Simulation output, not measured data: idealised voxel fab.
The name of this process module is voxel gate over fins.
Cross-section cut: width 235 nm, square cells of 5 nm.
Reading order for cross-sections: top band down to bottom band. Underlying form: a grid of square cells. Band size: one or more rows of cells. In this notation a band is specified by the heights of its top and bottom, in that order and in nm, after which its materials appear from left to right, each paired with its width in nm. The word "edge to edge" attached to a single material means that material fills the band from edge to edge; the word "blank" stands for empty space. Heights are expressed relative to 0, this being the level below which the as-received wafer comprises one material exclusively. The lowest band is unbounded in the downward direction and is denoted as in "0 down". Read "30->40" as a graded width: first number on top, second number at the bottom, same change between each pair of neighbouring rows. Key: "nothing different" - step with no changed cell in the cross-section. Under "Cavities, closed" you'll find the enclosed gaps, the ones with no way out to the top, that are 8 cells or bigger; each reads width x height at distance, with distance counted from the left edge, everything in nm. The remark found on a step's line after its settings is issued by the simulator itself and pertains to that step. The "overlay nm" setting may appear on a step's line; for a step that uses a mask, it gives how far to the right of its planned position the mask lay, and a negative value indicates the left.

**So here's the lineup of process steps we planned**
1 op RECEIVE | material Si
2 op CONFORMAL_DEP | material SiN | thk nm 5
3 op PATTERN | tone cover | mask id FINS | material resist | width nm 15 | pitch nm 40 | thk nm 15 | overlay nm 0
4 op DIRECTIONAL_ETCH | etch materials SiN | depth nm 5
5 op DIRECTIONAL_ETCH | etch materials Si | depth nm 35
6 op STRIP | etch materials resist
7 op OXIDIZE | depth nm 5
8 op FILL_DEP | material SiO2 | thk nm 10
9 op CMP | height nm 5
10 op SELECTIVE_ETCH | etch materials SiO2 | depth nm 15
11 op STRIP | etch materials SiN
12 op CONFORMAL_DEP | material HfO2 | thk nm 5
13 op CONFORMAL_DEP | material TiN | thk nm 5
14 op CONFORMAL_DEP | material TiAl | thk nm 5
15 op CONFORMAL_DEP | material TiN | thk nm 5
16 op FILL_DEP | material W | thk nm 10
17 op CMP | height nm 25
18 op CONFORMAL_DEP | material SiCN | thk nm 5

**Incoming wafer in cross-section (state: after step 1)**
* 0 down  Si edge to edge
* Cavities, closed: none

**Result of the module, cross-sectioned: start per above, plan per above, one error in how it was run**
* 30 to 25  SiCN edge to edge
* 25 to 20  W edge to edge
* 20 to 15  W 75 / TiAl 85 / W 75
* 15 to 10  W 75 / TiAl 5 / TiN 35 / TiAl 5 / TiN 35 / TiAl 5 / W 75
* 10 to 5  TiAl 80 / TiN 35 / TiAl 5 / TiN 35 / TiAl 80
* 5 to 0  TiN 90 / HfO2 15 / TiN 25 / HfO2 15 / TiN 90
* 0 to -5  TiN 90 / HfO2 5 / Si 5 / HfO2 5 / TiN 25 / HfO2 5 / Si 5 / HfO2 5 / TiN 90
* -5 to -10  HfO2 95 / Si 5 / HfO2 35 / Si 5 / HfO2 95
* -10 to -40  SiO2 95 / Si 5 / SiO2 35 / Si 5 / SiO2 95
* -40 down  Si edge to edge
* Cavities, closed: none
Where did the run depart from the plan? so 14 and 15 got swapped relative to the plan, each ran where the other was supposed to
